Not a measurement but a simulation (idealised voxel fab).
You're looking at the process module voxel self aligned contacts.
In the cross-section labelled cut, the width is 240 nm and each square cell is 5 nm.
Think of the cross-section as a grid of square cells. We describe it in bands, top to bottom, and each band covers one or more rows of those cells. Heads up on the band format: heights come first, top then bottom, in nm. After that it's the materials left to right, each with its width in nm. A single material flagged "everywhere" fills the whole band edge to edge, and "empty" means there's empty space there. Heads up on the height convention: 0 is the point under which the incoming wafer is all one material, and the lowest band has no bottom, it just keeps going down, like "0 and below". A width such as "30 to 40" changes by the same amount from each row of cells to the next, from the band's top row to its bottom row. Where a step carries "stayed the same", the cross-section came out of it unchanged, cell for cell. Closed-off voids of 8+ cells (no open route to the top) go in "Internal closed voids", written width x height at distance from the left edge, in nm. Read whatever lies past the settings on a step's line as the simulator's own remark about the step. You can add "overlay nm" to a step's line. For a step with a mask, it describes how far the mask lay to the right of its planned position, and a negative number describes a lay to the left.
LISTED BELOW ARE THE PROCESS STEPS AS PLANNED
1 RECEIVE | material Si
2 CONFORMAL_DEP | material SiO2 | thk nm 5
3 DIRECTIONAL_DEP | material polySi | thk nm 20
4 DIRECTIONAL_DEP | material SiN | thk nm 20
5 MASKED_ETCH | tone cover | mask id GATE | width nm 25 | pitch nm 65 | etch materials SiN | depth nm 20 | overlay nm 0
6 MASKED_ETCH | tone cover | mask id GATE | width nm 25 | pitch nm 65 | etch materials polySi | depth nm 20 | overlay nm 0
7 CONFORMAL_DEP | material SiN | thk nm 10
8 DIRECTIONAL_ETCH | etch materials SiN | depth nm 10
9 FILL_DEP | material SiO2 | thk nm 10
10 CMP | height nm 50
11 DIRECTIONAL_DEP | material aC | thk nm 15
12 PATTERN | tone open | mask id CONTACT | material resist | width nm 50 | pitch nm 65 | thk nm 30 | overlay nm 0
13 DIRECTIONAL_ETCH | etch materials aC | depth nm 15
14 STRIP | etch materials resist
15 DIRECTIONAL_ETCH | etch materials SiO2 | depth nm 50
16 STRIP | etch materials aC
17 CONFORMAL_DEP | material TiN | thk nm 5
18 FILL_DEP | material Ru | thk nm 10
19 CMP | height nm 50
20 CONFORMAL_DEP | material SiN | thk nm 5
RUN AS PLANNED: FIRST OF TWO WAFERS
AS RECEIVED (POST STEP 1): CROSS-SECTION
	0 and below | Si everywhere
	Internal closed voids: none
PRESENTED HERE IS A CROSS-SECTION OF THE WAFER AFTER STEP 2 HAS BEEN PERFORMED
	5 down to 0 | SiO2 everywhere
	Lower than 0, everything is as it was.
PRESENTED HERE IS A CROSS-SECTION OF THE WAFER AFTER STEP 3 HAS BEEN PERFORMED
	25 down to 5 | polySi everywhere
	Lower than 5, everything is as it was.
PRESENTED HERE IS A CROSS-SECTION OF THE WAFER AFTER STEP 4 HAS BEEN PERFORMED
	45 down to 25 | SiN everywhere
	Lower than 25, everything is as it was.
PRESENTED HERE IS A CROSS-SECTION OF THE WAFER AFTER STEP 5 HAS BEEN PERFORMED
	45 down to 25 | empty=40, then SiN=25, then empty=40, then SiN=25, then empty=40, then SiN=25, then empty=45
	Lower than 25, everything is as it was.
PRESENTED HERE IS A CROSS-SECTION OF THE WAFER AFTER STEP 6 HAS BEEN PERFORMED
	45 down to 25 | empty=40, then SiN=25, then empty=40, then SiN=25, then empty=40, then SiN=25, then empty=45
	25 down to 5 | empty=40, then polySi=25, then empty=40, then polySi=25, then empty=40, then polySi=25, then empty=45
	Lower than 5, everything is as it was.
PRESENTED HERE IS A CROSS-SECTION OF THE WAFER AFTER STEP 7 HAS BEEN PERFORMED
	55 down to 25 | empty=30, then SiN=45, then empty=20, then SiN=45, then empty=20, then SiN=45, then empty=35
	25 down to 15 | empty=30, then SiN=10, then polySi=25, then SiN=10, then empty=20, then SiN=10, then polySi=25, then SiN=10, then empty=20, then SiN=10, then polySi=25, then SiN=10, then empty=35
	15 down to 5 | SiN=40, then polySi=25, then SiN=40, then polySi=25, then SiN=40, then polySi=25, then SiN=45
	Lower than 5, everything is as it was.
PRESENTED HERE IS A CROSS-SECTION OF THE WAFER AFTER STEP 8 HAS BEEN PERFORMED
	45 down to 25 | empty=30, then SiN=45, then empty=20, then SiN=45, then empty=20, then SiN=45, then empty=35
	25 down to 5 | empty=30, then SiN=10, then polySi=25, then SiN=10, then empty=20, then SiN=10, then polySi=25, then SiN=10, then empty=20, then SiN=10, then polySi=25, then SiN=10, then empty=35
	Lower than 5, everything is as it was.
PRESENTED HERE IS A CROSS-SECTION OF THE WAFER AFTER STEP 9 HAS BEEN PERFORMED
	55 down to 45 | SiO2 everywhere
	45 down to 25 | SiO2=30, then SiN=45, then SiO2=20, then SiN=45, then SiO2=20, then SiN=45, then SiO2=35
	25 down to 5 | SiO2=30, then SiN=10, then polySi=25, then SiN=10, then SiO2=20, then SiN=10, then polySi=25, then SiN=10, then SiO2=20, then SiN=10, then polySi=25, then SiN=10, then SiO2=35
	Lower than 5, everything is as it was.
PRESENTED HERE IS A CROSS-SECTION OF THE WAFER AFTER STEP 10 HAS BEEN PERFORMED
	50 down to 45 | SiO2 everywhere
	Lower than 45, everything is as it was.
PRESENTED HERE IS A CROSS-SECTION OF THE WAFER AFTER STEP 11 HAS BEEN PERFORMED
	65 down to 50 | aC everywhere
	Lower than 50, everything is as it was.
PRESENTED HERE IS A CROSS-SECTION OF THE WAFER AFTER STEP 12 HAS BEEN PERFORMED
	95 down to 65 | resist=60, then empty=50, then resist=15, then empty=50, then resist=65
	Lower than 65, everything is as it was.
PRESENTED HERE IS A CROSS-SECTION OF THE WAFER AFTER STEP 13 HAS BEEN PERFORMED
	80 down to 65 | resist=60, then empty=50, then resist=15, then empty=50, then resist=65
	65 down to 50 | aC=60, then empty=50, then aC=15, then empty=50, then aC=65
	Lower than 50, everything is as it was.
PRESENTED HERE IS A CROSS-SECTION OF THE WAFER AFTER STEP 14 HAS BEEN PERFORMED
	65 down to 50 | aC=60, then empty=50, then aC=15, then empty=50, then aC=65
	Lower than 50, everything is as it was.
PRESENTED HERE IS A CROSS-SECTION OF THE WAFER AFTER STEP 15 HAS BEEN PERFORMED
	65 down to 50 | aC=60, then empty=50, then aC=15, then empty=50, then aC=65
	50 down to 45 | SiO2=60, then empty=50, then SiO2=15, then empty=50, then SiO2=65
	45 down to 25 | SiO2=30, then SiN=45, then empty=20, then SiN=45, then empty=20, then SiN=45, then SiO2=35
	25 down to 5 | SiO2=30, then SiN=10, then polySi=25, then SiN=10, then empty=20, then SiN=10, then polySi=25, then SiN=10, then empty=20, then SiN=10, then polySi=25, then SiN=10, then SiO2=35
	5 down to 0 | SiO2=75, then empty=20, then SiO2=45, then empty=20, then SiO2=80
	Lower than 0, everything is as it was.
PRESENTED HERE IS A CROSS-SECTION OF THE WAFER AFTER STEP 16 HAS BEEN PERFORMED
	50 down to 45 | SiO2=60, then empty=50, then SiO2=15, then empty=50, then SiO2=65
	Lower than 45, everything is as it was.
PRESENTED HERE IS A CROSS-SECTION OF THE WAFER AFTER STEP 17 HAS BEEN PERFORMED
	55 down to 50 | TiN=65, then empty=40, then TiN=25, then empty=40, then TiN=70
	50 down to 45 | SiO2=60, then TiN=20, then empty=10, then TiN=20, then SiO2=15, then TiN=20, then empty=10, then TiN=20, then SiO2=65
	45 down to 25 | SiO2=30, then SiN=45, then TiN=5, then empty=10, then TiN=5, then SiN=45, then TiN=5, then empty=10, then TiN=5, then SiN=45, then SiO2=35
	25 down to 5 | SiO2=30, then SiN=10, then polySi=25, then SiN=10, then TiN=5, then empty=10, then TiN=5, then SiN=10, then polySi=25, then SiN=10, then TiN=5, then empty=10, then TiN=5, then SiN=10, then polySi=25, then SiN=10, then SiO2=35
	5 down to 0 | SiO2=75, then TiN=20, then SiO2=45, then TiN=20, then SiO2=80
	Lower than 0, everything is as it was.
PRESENTED HERE IS A CROSS-SECTION OF THE WAFER AFTER STEP 18 HAS BEEN PERFORMED
	65 down to 55 | Ru everywhere
	55 down to 50 | TiN=65, then Ru=40, then TiN=25, then Ru=40, then TiN=70
	50 down to 45 | SiO2=60, then TiN=20, then Ru=10, then TiN=20, then SiO2=15, then TiN=20, then Ru=10, then TiN=20, then SiO2=65
	45 down to 25 | SiO2=30, then SiN=45, then TiN=5, then Ru=10, then TiN=5, then SiN=45, then TiN=5, then Ru=10, then TiN=5, then SiN=45, then SiO2=35
	25 down to 5 | SiO2=30, then SiN=10, then polySi=25, then SiN=10, then TiN=5, then Ru=10, then TiN=5, then SiN=10, then polySi=25, then SiN=10, then TiN=5, then Ru=10, then TiN=5, then SiN=10, then polySi=25, then SiN=10, then SiO2=35
	Lower than 5, everything is as it was.
PRESENTED HERE IS A CROSS-SECTION OF THE WAFER AFTER STEP 19 HAS BEEN PERFORMED
	50 down to 45 | SiO2=60, then TiN=20, then Ru=10, then TiN=20, then SiO2=15, then TiN=20, then Ru=10, then TiN=20, then SiO2=65
	Lower than 45, everything is as it was.
PRESENTED HERE IS A CROSS-SECTION OF THE WAFER AFTER STEP 20 HAS BEEN PERFORMED
	55 down to 50 | SiN everywhere
	Lower than 50, everything is as it was.
THE SECOND WAFER WAS PREPARED FROM THE SAME STARTING POINT AND UNDER THE SAME PLAN AS THE FIRST; ITS PROCESSING CONTAINED ONE MISTAKE, AND IT REMAINS INDISTINGUISHABLE FROM THE FIRST WAFER UP TO AND INCLUDING STEP 1
Cross-sectional representation of the second wafer at the time designated in the plan for the completion of step 2: stayed the same
CROSS-SECTIONAL REPRESENTATION OF THE SECOND WAFER AT THE TIME DESIGNATED IN THE PLAN FOR THE COMPLETION OF STEP 3
	20 down to 0 | polySi everywhere
	Lower than 0, everything is as it was.
CROSS-SECTIONAL REPRESENTATION OF THE SECOND WAFER AT THE TIME DESIGNATED IN THE PLAN FOR THE COMPLETION OF STEP 4
	40 down to 20 | SiN everywhere
	Lower than 20, everything is as it was.
CROSS-SECTIONAL REPRESENTATION OF THE SECOND WAFER AT THE TIME DESIGNATED IN THE PLAN FOR THE COMPLETION OF STEP 5
	40 down to 20 | empty=40, then SiN=25, then empty=40, then SiN=25, then empty=40, then SiN=25, then empty=45
	Lower than 20, everything is as it was.
CROSS-SECTIONAL REPRESENTATION OF THE SECOND WAFER AT THE TIME DESIGNATED IN THE PLAN FOR THE COMPLETION OF STEP 6
	40 down to 20 | empty=40, then SiN=25, then empty=40, then SiN=25, then empty=40, then SiN=25, then empty=45
	20 down to 0 | empty=40, then polySi=25, then empty=40, then polySi=25, then empty=40, then polySi=25, then empty=45
	Lower than 0, everything is as it was.
CROSS-SECTIONAL REPRESENTATION OF THE SECOND WAFER AT THE TIME DESIGNATED IN THE PLAN FOR THE COMPLETION OF STEP 7
	50 down to 20 | empty=30, then SiN=45, then empty=20, then SiN=45, then empty=20, then SiN=45, then empty=35
	20 down to 10 | empty=30, then SiN=10, then polySi=25, then SiN=10, then empty=20, then SiN=10, then polySi=25, then SiN=10, then empty=20, then SiN=10, then polySi=25, then SiN=10, then empty=35
	10 down to 0 | SiN=40, then polySi=25, then SiN=40, then polySi=25, then SiN=40, then polySi=25, then SiN=45
	Lower than 0, everything is as it was.
CROSS-SECTIONAL REPRESENTATION OF THE SECOND WAFER AT THE TIME DESIGNATED IN THE PLAN FOR THE COMPLETION OF STEP 8
	40 down to 20 | empty=30, then SiN=45, then empty=20, then SiN=45, then empty=20, then SiN=45, then empty=35
	20 down to 0 | empty=30, then SiN=10, then polySi=25, then SiN=10, then empty=20, then SiN=10, then polySi=25, then SiN=10, then empty=20, then SiN=10, then polySi=25, then SiN=10, then empty=35
	Lower than 0, everything is as it was.
CROSS-SECTIONAL REPRESENTATION OF THE SECOND WAFER AT THE TIME DESIGNATED IN THE PLAN FOR THE COMPLETION OF STEP 9
	50 down to 40 | SiO2 everywhere
	40 down to 20 | SiO2=30, then SiN=45, then SiO2=20, then SiN=45, then SiO2=20, then SiN=45, then SiO2=35
	20 down to 0 | SiO2=30, then SiN=10, then polySi=25, then SiN=10, then SiO2=20, then SiN=10, then polySi=25, then SiN=10, then SiO2=20, then SiN=10, then polySi=25, then SiN=10, then SiO2=35
	Lower than 0, everything is as it was.
Cross-sectional representation of the second wafer at the time designated in the plan for the completion of step 10: stayed the same
CROSS-SECTIONAL REPRESENTATION OF THE SECOND WAFER AT THE TIME DESIGNATED IN THE PLAN FOR THE COMPLETION OF STEP 11
	65 down to 50 | aC everywhere
	Lower than 50, everything is as it was.
CROSS-SECTIONAL REPRESENTATION OF THE SECOND WAFER AT THE TIME DESIGNATED IN THE PLAN FOR THE COMPLETION OF STEP 12
	95 down to 65 | resist=60, then empty=50, then resist=15, then empty=50, then resist=65
	Lower than 65, everything is as it was.
CROSS-SECTIONAL REPRESENTATION OF THE SECOND WAFER AT THE TIME DESIGNATED IN THE PLAN FOR THE COMPLETION OF STEP 13
	80 down to 65 | resist=60, then empty=50, then resist=15, then empty=50, then resist=65
	65 down to 50 | aC=60, then empty=50, then aC=15, then empty=50, then aC=65
	Lower than 50, everything is as it was.
CROSS-SECTIONAL REPRESENTATION OF THE SECOND WAFER AT THE TIME DESIGNATED IN THE PLAN FOR THE COMPLETION OF STEP 14
	65 down to 50 | aC=60, then empty=50, then aC=15, then empty=50, then aC=65
	Lower than 50, everything is as it was.
CROSS-SECTIONAL REPRESENTATION OF THE SECOND WAFER AT THE TIME DESIGNATED IN THE PLAN FOR THE COMPLETION OF STEP 15
	65 down to 50 | aC=60, then empty=50, then aC=15, then empty=50, then aC=65
	50 down to 40 | SiO2=60, then empty=50, then SiO2=15, then empty=50, then SiO2=65
	40 down to 20 | SiO2=30, then SiN=45, then empty=20, then SiN=45, then empty=20, then SiN=45, then SiO2=35
	20 down to 0 | SiO2=30, then SiN=10, then polySi=25, then SiN=10, then empty=20, then SiN=10, then polySi=25, then SiN=10, then empty=20, then SiN=10, then polySi=25, then SiN=10, then SiO2=35
	Lower than 0, everything is as it was.
CROSS-SECTIONAL REPRESENTATION OF THE SECOND WAFER AT THE TIME DESIGNATED IN THE PLAN FOR THE COMPLETION OF STEP 16
	50 down to 40 | SiO2=60, then empty=50, then SiO2=15, then empty=50, then SiO2=65
	Lower than 40, everything is as it was.
CROSS-SECTIONAL REPRESENTATION OF THE SECOND WAFER AT THE TIME DESIGNATED IN THE PLAN FOR THE COMPLETION OF STEP 17
	55 down to 50 | TiN=65, then empty=40, then TiN=25, then empty=40, then TiN=70
	50 down to 40 | SiO2=60, then TiN=5 to 20, then empty=40 to 10, then TiN=5 to 20, then SiO2=15, then TiN=5 to 20, then empty=40 to 10, then TiN=5 to 20, then SiO2=65
	40 down to 20 | SiO2=30, then SiN=45, then TiN=5, then empty=10, then TiN=5, then SiN=45, then TiN=5, then empty=10, then TiN=5, then SiN=45, then SiO2=35
	20 down to 5 | SiO2=30, then SiN=10, then polySi=25, then SiN=10, then TiN=5, then empty=10, then TiN=5, then SiN=10, then polySi=25, then SiN=10, then TiN=5, then empty=10, then TiN=5, then SiN=10, then polySi=25, then SiN=10, then SiO2=35
	5 down to 0 | SiO2=30, then SiN=10, then polySi=25, then SiN=10, then TiN=20, then SiN=10, then polySi=25, then SiN=10, then TiN=20, then SiN=10, then polySi=25, then SiN=10, then SiO2=35
	Lower than 0, everything is as it was.
CROSS-SECTIONAL REPRESENTATION OF THE SECOND WAFER AT THE TIME DESIGNATED IN THE PLAN FOR THE COMPLETION OF STEP 18
	65 down to 55 | Ru everywhere
	55 down to 50 | TiN=65, then Ru=40, then TiN=25, then Ru=40, then TiN=70
	50 down to 40 | SiO2=60, then TiN=5 to 20, then Ru=40 to 10, then TiN=5 to 20, then SiO2=15, then TiN=5 to 20, then Ru=40 to 10, then TiN=5 to 20, then SiO2=65
	40 down to 20 | SiO2=30, then SiN=45, then TiN=5, then Ru=10, then TiN=5, then SiN=45, then TiN=5, then Ru=10, then TiN=5, then SiN=45, then SiO2=35
	20 down to 5 | SiO2=30, then SiN=10, then polySi=25, then SiN=10, then TiN=5, then Ru=10, then TiN=5, then SiN=10, then polySi=25, then SiN=10, then TiN=5, then Ru=10, then TiN=5, then SiN=10, then polySi=25, then SiN=10, then SiO2=35
	Lower than 5, everything is as it was.
CROSS-SECTIONAL REPRESENTATION OF THE SECOND WAFER AT THE TIME DESIGNATED IN THE PLAN FOR THE COMPLETION OF STEP 19
	50 down to 40 | SiO2=60, then TiN=5 to 20, then Ru=40 to 10, then TiN=5 to 20, then SiO2=15, then TiN=5 to 20, then Ru=40 to 10, then TiN=5 to 20, then SiO2=65
	Lower than 40, everything is as it was.
CROSS-SECTIONAL REPRESENTATION OF THE SECOND WAFER AT THE TIME DESIGNATED IN THE PLAN FOR THE COMPLETION OF STEP 20
	55 down to 50 | SiN everywhere
	Lower than 50, everything is as it was.
Plan not followed: step 2 was left out
Final cells, second wafer relative to first, materials higher or lower: Ru: 12 more; SiO2: 12 fewer
